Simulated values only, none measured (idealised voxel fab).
Proc. module: voxel gate over fins
It is cross-section cut that appears here, measuring 240 nm in width, its square cells being 5 nm in size.
Throughout this document, each cross-section is represented as a grid of square cells and is presented as a sequence of bands enumerated from the top downward, where a band comprises one or more rows of cells.
In this notation a band is specified by the heights of its top and bottom, in that order and in nm, after which its materials appear from left to right, each paired with its width in nm. The word "full width" attached to a single material means that material fills the band from edge to edge; the word "air" stands for empty space.
The reference from which all heights are counted is 0, the level beneath which the as-received wafer is entirely one material; the lowest band, having no lower bound, proceeds downward and is written after the example "0 down".
A width such as "30->40" changes by the same amount from each row of cells to the next, from the band's top row to its bottom row.
"same as before" -> step changed no cross-section cell.
Heads up: "Closed-off voids" only lists the empty pockets with no open path to the top that are 8 cells or more, and it writes them as width x height at distance, distance from the left edge, in nm.
Text after the settings on a step's line: the simulator's own remark on that step.
A step line may carry the setting "overlay nm", which, for steps involving a mask, states the distance by which the mask lay to the right of its intended position; negative values denote displacement to the left.
So the way this works: pairs, before and after one process step. The after picture only goes down to the lowest band that actually changed, nothing below. Step and its settings are under each pair. And watch out, pairs might come from different runs of this module, same starting wafer though, so a pair only follows on from the one above if its "State before step" entry tells you so.

**State before step**
> 5 to 0 = SiO2 55, then SiN 15, then SiO2 15, then SiN 5, then SiO2 20, then SiN 15, then SiO2 40, then SiN 15, then SiO2 60
> 0 to -20 = SiO2 55, then Si 15, then SiO2 15, then SiN 5, then SiO2 20, then Si 15, then SiO2 40, then Si 15, then SiO2 60
> -20 to -30 = SiO2 55, then Si 15, then SiO2 10, then TiN 5, then SiN 5, then TiN 5, then SiO2 15, then Si 15, then SiO2 40, then Si 15, then SiO2 60
> -30 to -35 = SiO2 55, then Si 15, then SiO2 10, then TiN 15, then SiO2 15, then Si 15, then SiO2 40, then Si 15, then SiO2 60
> -35 to -40 = SiO2 55, then Si 15, then SiO2 40, then Si 15, then SiO2 40, then Si 15, then SiO2 60
> -40 down = Si full width
> Closed-off voids: none

**State After Step**
> 5 to 0 = air 55, then SiN 15, then air 15, then SiN 5, then air 20, then SiN 15, then air 40, then SiN 15, then air 60
> 0 to -15 = air 55, then Si 15, then air 15, then SiN 5, then air 20, then Si 15, then air 40, then Si 15, then air 60
> At heights below -15, the structure remains unaltered.
> Closed-off voids: none
What was done to get from the upper cross-section to the lower one? SELECTIVE_ETCH [etch materials SiO2] [depth nm 20]

State before step: starting point is the after cross-section of the pair just above.

**State After Step**
> 0 to -15 = air 55, then Si 15, then air 40, then Si 15, then air 40, then Si 15, then air 60
> -15 to -20 = SiO2 55, then Si 15, then SiO2 15, then air 5, then SiO2 20, then Si 15, then SiO2 40, then Si 15, then SiO2 60
> -20 to -30 = SiO2 55, then Si 15, then SiO2 10, then TiN 5, then air 5, then TiN 5, then SiO2 15, then Si 15, then SiO2 40, then Si 15, then SiO2 60
> At heights below -30, the structure remains unaltered.
> Closed-off voids: none
What was done to get from the upper cross-section to the lower one? STRIP [etch materials SiN]

State before step: starting point is the after cross-section of the pair just above.

**State After Step**
> 5 to 0 = air 50, then HfO2 25, then air 30, then HfO2 25, then air 30, then HfO2 25, then air 55
> 0 to -10 = air 50, then HfO2 5, then Si 15, then HfO2 5, then air 30, then HfO2 5, then Si 15, then HfO2 5, then air 30, then HfO2 5, then Si 15, then HfO2 5, then air 55
> -10 to -15 = HfO2 55, then Si 15, then HfO2 40, then Si 15, then HfO2 40, then Si 15, then HfO2 60
> -15 to -20 = SiO2 55, then Si 15, then SiO2 15, then HfO2 5, then SiO2 20, then Si 15, then SiO2 40, then Si 15, then SiO2 60
> -20 to -30 = SiO2 55, then Si 15, then SiO2 10, then TiN 5, then HfO2 5, then TiN 5, then SiO2 15, then Si 15, then SiO2 40, then Si 15, then SiO2 60
> At heights below -30, the structure remains unaltered.
> Closed-off voids: none
What was done to get from the upper cross-section to the lower one? CONFORMAL_DEP [material HfO2] [thk nm 5]

State before step: starting point is the after cross-section of the pair just above.

**State After Step**
> 10 to 5 = air 45, then TiN 35, then air 20, then TiN 35, then air 20, then TiN 35, then air 50
> 5 to 0 = air 45, then TiN 5, then HfO2 25, then TiN 5, then air 20, then TiN 5, then HfO2 25, then TiN 5, then air 20, then TiN 5, then HfO2 25, then TiN 5, then air 50
> 0 to -5 = air 45, then TiN 5, then HfO2 5, then Si 15, then HfO2 5, then TiN 5, then air 20, then TiN 5, then HfO2 5, then Si 15, then HfO2 5, then TiN 5, then air 20, then TiN 5, then HfO2 5, then Si 15, then HfO2 5, then TiN 5, then air 50
> -5 to -10 = TiN 50, then HfO2 5, then Si 15, then HfO2 5, then TiN 30, then HfO2 5, then Si 15, then HfO2 5, then TiN 30, then HfO2 5, then Si 15, then HfO2 5, then TiN 55
> At heights below -10, the structure remains unaltered.
> Closed-off voids: none
What was done to get from the upper cross-section to the lower one? CONFORMAL_DEP [material TiN] [thk nm 5]

State before step: starting point is the after cross-section of the pair just above.

**State After Step**
> 15 to 10 = air 40, then TiAl 45, then air 10, then TiAl 45, then air 10, then TiAl 45, then air 45
> 10 to 5 = air 40, then TiAl 5, then TiN 35, then TiAl 5, then air 10, then TiAl 5, then TiN 35, then TiAl 5, then air 10, then TiAl 5, then TiN 35, then TiAl 5, then air 45
> 5 to 0 = air 40, then TiAl 5, then TiN 5, then HfO2 25, then TiN 5, then TiAl 5, then air 10, then TiAl 5, then TiN 5, then HfO2 25, then TiN 5, then TiAl 5, then air 10, then TiAl 5, then TiN 5, then HfO2 25, then TiN 5, then TiAl 5, then air 45
> 0 to -5 = TiAl 45, then TiN 5, then HfO2 5, then Si 15, then HfO2 5, then TiN 5, then TiAl 20, then TiN 5, then HfO2 5, then Si 15, then HfO2 5, then TiN 5, then TiAl 20, then TiN 5, then HfO2 5, then Si 15, then HfO2 5, then TiN 5, then TiAl 50
> At heights below -5, the structure remains unaltered.
> Closed-off voids: none
What was done to get from the upper cross-section to the lower one? CONFORMAL_DEP [material TiAl] [thk nm 5]

State before step: starting point is the after cross-section of the pair just above.

**State After Step**
> 20 to 15 = air 35, then TiN 165, then air 40
> 15 to 10 = air 35, then TiN 5, then TiAl 45, then TiN 10, then TiAl 45, then TiN 10, then TiAl 45, then TiN 5, then air 40
> 10 to 5 = air 35, then TiN 5, then TiAl 5, then TiN 35, then TiAl 5, then TiN 10, then TiAl 5, then TiN 35, then TiAl 5, then TiN 10, then TiAl 5, then TiN 35, then TiAl 5, then TiN 5, then air 40
> 5 to 0 = TiN 40, then TiAl 5, then TiN 5, then HfO2 25, then TiN 5, then TiAl 5, then TiN 10, then TiAl 5, then TiN 5, then HfO2 25, then TiN 5, then TiAl 5, then TiN 10, then TiAl 5, then TiN 5, then HfO2 25, then TiN 5, then TiAl 5, then TiN 45
> At heights below 0, the structure remains unaltered.
> Closed-off voids: none
What was done to get from the upper cross-section to the lower one? CONFORMAL_DEP [material TiN] [thk nm 5]

State before step: starting point is the after cross-section of the pair just above.

**State After Step**
> 35 to 20 = W full width
> 20 to 15 = W 35, then TiN 165, then W 40
> 15 to 10 = W 35, then TiN 5, then TiAl 45, then TiN 10, then TiAl 45, then TiN 10, then TiAl 45, then TiN 5, then W 40
> 10 to 5 = W 35, then TiN 5, then TiAl 5, then TiN 35, then TiAl 5, then TiN 10, then TiAl 5, then TiN 35, then TiAl 5, then TiN 10, then TiAl 5, then TiN 35, then TiAl 5, then TiN 5, then W 40
> At heights below 5, the structure remains unaltered.
> Closed-off voids: none
What was done to get from the upper cross-section to the lower one? FILL_DEP [material W] [thk nm 15]

State before step: starting point is the after cross-section of the pair just above.

**State After Step**
> 30 to 20 = W full width
> At heights below 20, the structure remains unaltered.
> Closed-off voids: none
What was done to get from the upper cross-section to the lower one? CMP [height nm 30]

State before step: starting point is the after cross-section of the pair just above.

**State After Step**
> 35 to 30 = SiCN full width
> At heights below 30, the structure remains unaltered.
> Closed-off voids: none
What was done to get from the upper cross-section to the lower one? CONFORMAL_DEP [material SiCN] [thk nm 5]

**State before step**
> 5 to 0 = SiO2 55, then SiN 15, then SiO2 40, then SiN 15, then SiO2 40, then SiN 15, then SiO2 60
> 0 to -40 = SiO2 55, then Si 15, then SiO2 40, then Si 15, then SiO2 40, then Si 15, then SiO2 60
> -40 down = Si full width
> Closed-off voids: none

**State After Step**
> 5 to 0 = air 55, then SiN 15, then air 10, then SiO2 15, then air 15, then SiN 15, then air 40, then SiN 15, then air 60
> 0 to -35 = air 55, then Si 15, then air 10, then SiO2 15, then air 15, then Si 15, then air 40, then Si 15, then air 60
> At heights below -35, the structure remains unaltered.
> Closed-off voids: none
What was done to get from the upper cross-section to the lower one? MASKED_ETCH [tone cover] [mask id RAIL] [width nm 15] [etch materials SiO2] [depth nm 40] [overlay nm 0]

State before step: starting point is the after cross-section of the pair just above.

**State After Step**
> 10 to 5 = air 50, then TiN 50, then air 5, then TiN 25, then air 30, then TiN 25, then air 55
> 5 to 0 = air 50, then TiN 5, then SiN 15, then TiN 10, then SiO2 15, then TiN 5, then air 5, then TiN 5, then SiN 15, then TiN 5, then air 30, then TiN 5, then SiN 15, then TiN 5, then air 55
> 0 to -30 = air 50, then TiN 5, then Si 15, then TiN 10, then SiO2 15, then TiN 5, then air 5, then TiN 5, then Si 15, then TiN 5, then air 30, then TiN 5, then Si 15, then TiN 5, then air 55
> -30 to -35 = TiN 55, then Si 15, then TiN 10, then SiO2 15, then TiN 15, then Si 15, then TiN 40, then Si 15, then TiN 60
> At heights below -35, the structure remains unaltered.
> Closed-off voids: none
What was done to get from the upper cross-section to the lower one? CONFORMAL_DEP [material TiN] [thk nm 5]

State before step: starting point is the after cross-section of the pair just above.

**State After Step**
> 20 to 10 = W full width
> 10 to 5 = W 50, then TiN 50, then W 5, then TiN 25, then W 30, then TiN 25, then W 55
> 5 to 0 = W 50, then TiN 5, then SiN 15, then TiN 10, then SiO2 15, then TiN 5, then W 5, then TiN 5, then SiN 15, then TiN 5, then W 30, then TiN 5, then SiN 15, then TiN 5, then W 55
> 0 to -30 = W 50, then TiN 5, then Si 15, then TiN 10, then SiO2 15, then TiN 5, then W 5, then TiN 5, then Si 15, then TiN 5, then W 30, then TiN 5, then Si 15, then TiN 5, then W 55
> At heights below -30, the structure remains unaltered.
> Closed-off voids: none
What was done to get from the upper cross-section to the lower one? FILL_DEP [material W] [thk nm 10]

State before step: starting point is the after cross-section of the pair just above.

**State After Step**
> 5 to 0 = W 50, then TiN 5, then SiN 15, then TiN 10, then SiO2 15, then TiN 5, then W 5, then TiN 5, then SiN 15, then TiN 5, then W 30, then TiN 5, then SiN 15, then TiN 5, then W 55
> At heights below 0, the structure remains unaltered.
> Closed-off voids: none
What was done to get from the upper cross-section to the lower one? CMP [height nm 5]

State before step: starting point is the after cross-section of the pair just above.

**State After Step**
> 5 to 0 = air 55, then SiN 15, then air 10, then SiO2 15, then air 15, then SiN 15, then air 40, then SiN 15, then air 60
> 0 to -20 = air 55, then Si 15, then air 10, then SiO2 15, then air 15, then Si 15, then air 40, then Si 15, then air 60
> At heights below -20, the structure remains unaltered.
> Closed-off voids: none
What was done to get from the upper cross-section to the lower one? SELECTIVE_ETCH [etch materials W Ru TiN] [depth nm 25]

State before step: starting point is the after cross-section of the pair just above.

**State After Step**
> 10 to 5 = SiO2 full width
> 5 to 0 = SiO2 55, then SiN 15, then SiO2 40, then SiN 15, then SiO2 40, then SiN 15, then SiO2 60
> 0 to -20 = SiO2 55, then Si 15, then SiO2 40, then Si 15, then SiO2 40, then Si 15, then SiO2 60
> At heights below -20, the structure remains unaltered.
> Closed-off voids: none
What was done to get from the upper cross-section to the lower one? FILL_DEP [material SiO2] [thk nm 5]

State before step: starting point is the after cross-section of the pair just above.

**State After Step**
> 5 to 0 = SiO2 55, then SiN 15, then SiO2 40, then SiN 15, then SiO2 40, then SiN 15, then SiO2 60
> At heights below 0, the structure remains unaltered.
> Closed-off voids: none
What was done to get from the upper cross-section to the lower one? CMP [height nm 5]

State before step: starting point is the after cross-section of the pair just above.

**State After Step**
> 5 to 0 = air 55, then SiN 15, then air 40, then SiN 15, then air 40, then SiN 15, then air 60
> 0 to -15 = air 55, then Si 15, then air 40, then Si 15, then air 40, then Si 15, then air 60
> At heights below -15, the structure remains unaltered.
> Closed-off voids: none
What was done to get from the upper cross-section to the lower one? SELECTIVE_ETCH [etch materials SiO2] [depth nm 20]

State before step: starting point is the after cross-section of the pair just above.

**State After Step**
> 0 to -15 = air 55, then Si 15, then air 40, then Si 15, then air 40, then Si 15, then air 60
> At heights below -15, the structure remains unaltered.
> Closed-off voids: none
What was done to get from the upper cross-section to the lower one? STRIP [etch materials SiN]

State before step: starting point is the after cross-section of the pair just above.

**State After Step**
> 5 to 0 = air 50, then HfO2 25, then air 30, then HfO2 25, then air 30, then HfO2 25, then air 55
> 0 to -10 = air 50, then HfO2 5, then Si 15, then HfO2 5, then air 30, then HfO2 5, then Si 15, then HfO2 5, then air 30, then HfO2 5, then Si 15, then HfO2 5, then air 55
> -10 to -15 = HfO2 55, then Si 15, then HfO2 40, then Si 15, then HfO2 40, then Si 15, then HfO2 60
> At heights below -15, the structure remains unaltered.
> Closed-off voids: none
What was done to get from the upper cross-section to the lower one? CONFORMAL_DEP [material HfO2] [thk nm 5]

State before step: starting point is the after cross-section of the pair just above.

**State After Step**
> 10 to 5 = air 45, then TiN 35, then air 20, then TiN 35, then air 20, then TiN 35, then air 50
> 5 to 0 = air 45, then TiN 5, then HfO2 25, then TiN 5, then air 20, then TiN 5, then HfO2 25, then TiN 5, then air 20, then TiN 5, then HfO2 25, then TiN 5, then air 50
> 0 to -5 = air 45, then TiN 5, then HfO2 5, then Si 15, then HfO2 5, then TiN 5, then air 20, then TiN 5, then HfO2 5, then Si 15, then HfO2 5, then TiN 5, then air 20, then TiN 5, then HfO2 5, then Si 15, then HfO2 5, then TiN 5, then air 50
> -5 to -10 = TiN 50, then HfO2 5, then Si 15, then HfO2 5, then TiN 30, then HfO2 5, then Si 15, then HfO2 5, then TiN 30, then HfO2 5, then Si 15, then HfO2 5, then TiN 55
> At heights below -10, the structure remains unaltered.
> Closed-off voids: none
What was done to get from the upper cross-section to the lower one? CONFORMAL_DEP [material TiN] [thk nm 5]

State before step: starting point is the after cross-section of the pair just above.

**State After Step**
> 15 to 10 = air 40, then TiAl 45, then air 10, then TiAl 45, then air 10, then TiAl 45, then air 45
> 10 to 5 = air 40, then TiAl 5, then TiN 35, then TiAl 5, then air 10, then TiAl 5, then TiN 35, then TiAl 5, then air 10, then TiAl 5, then TiN 35, then TiAl 5, then air 45
> 5 to 0 = air 40, then TiAl 5, then TiN 5, then HfO2 25, then TiN 5, then TiAl 5, then air 10, then TiAl 5, then TiN 5, then HfO2 25, then TiN 5, then TiAl 5, then air 10, then TiAl 5, then TiN 5, then HfO2 25, then TiN 5, then TiAl 5, then air 45
> 0 to -5 = TiAl 45, then TiN 5, then HfO2 5, then Si 15, then HfO2 5, then TiN 5, then TiAl 20, then TiN 5, then HfO2 5, then Si 15, then HfO2 5, then TiN 5, then TiAl 20, then TiN 5, then HfO2 5, then Si 15, then HfO2 5, then TiN 5, then TiAl 50
> At heights below -5, the structure remains unaltered.
> Closed-off voids: none
What was done to get from the upper cross-section to the lower one? CONFORMAL_DEP [material TiAl] [thk nm 5]

State before step: starting point is the after cross-section of the pair just above.

**State After Step**
> 20 to 15 = air 35, then TiN 165, then air 40
> 15 to 10 = air 35, then TiN 5, then TiAl 45, then TiN 10, then TiAl 45, then TiN 10, then TiAl 45, then TiN 5, then air 40
> 10 to 5 = air 35, then TiN 5, then TiAl 5, then TiN 35, then TiAl 5, then TiN 10, then TiAl 5, then TiN 35, then TiAl 5, then TiN 10, then TiAl 5, then TiN 35, then TiAl 5, then TiN 5, then air 40
> 5 to 0 = TiN 40, then TiAl 5, then TiN 5, then HfO2 25, then TiN 5, then TiAl 5, then TiN 10, then TiAl 5, then TiN 5, then HfO2 25, then TiN 5, then TiAl 5, then TiN 10, then TiAl 5, then TiN 5, then HfO2 25, then TiN 5, then TiAl 5, then TiN 45
> At heights below 0, the structure remains unaltered.
> Closed-off voids: none
What was done to get from the upper cross-section to the lower one? CONFORMAL_DEP [material TiN] [thk nm 5]

State before step: starting point is the after cross-section of the pair just above.

**State After Step**
> 35 to 20 = W full width
> 20 to 15 = W 35, then TiN 165, then W 40
> 15 to 10 = W 35, then TiN 5, then TiAl 45, then TiN 10, then TiAl 45, then TiN 10, then TiAl 45, then TiN 5, then W 40
> 10 to 5 = W 35, then TiN 5, then TiAl 5, then TiN 35, then TiAl 5, then TiN 10, then TiAl 5, then TiN 35, then TiAl 5, then TiN 10, then TiAl 5, then TiN 35, then TiAl 5, then TiN 5, then W 40
> At heights below 5, the structure remains unaltered.
> Closed-off voids: none
What was done to get from the upper cross-section to the lower one? FILL_DEP [material W] [thk nm 15]

State before step: starting point is the after cross-section of the pair just above.

**State After Step**
> 30 to 20 = W full width
> At heights below 20, the structure remains unaltered.
> Closed-off voids: none
What was done to get from the upper cross-section to the lower one? CMP [height nm 30]

State before step: starting point is the after cross-section of the pair just above.

**State After Step**
> 35 to 30 = SiCN full width
> At heights below 30, the structure remains unaltered.
> Closed-off voids: none
What was done to get from the upper cross-section to the lower one? CONFORMAL_DEP [material SiCN] [thk nm 5]
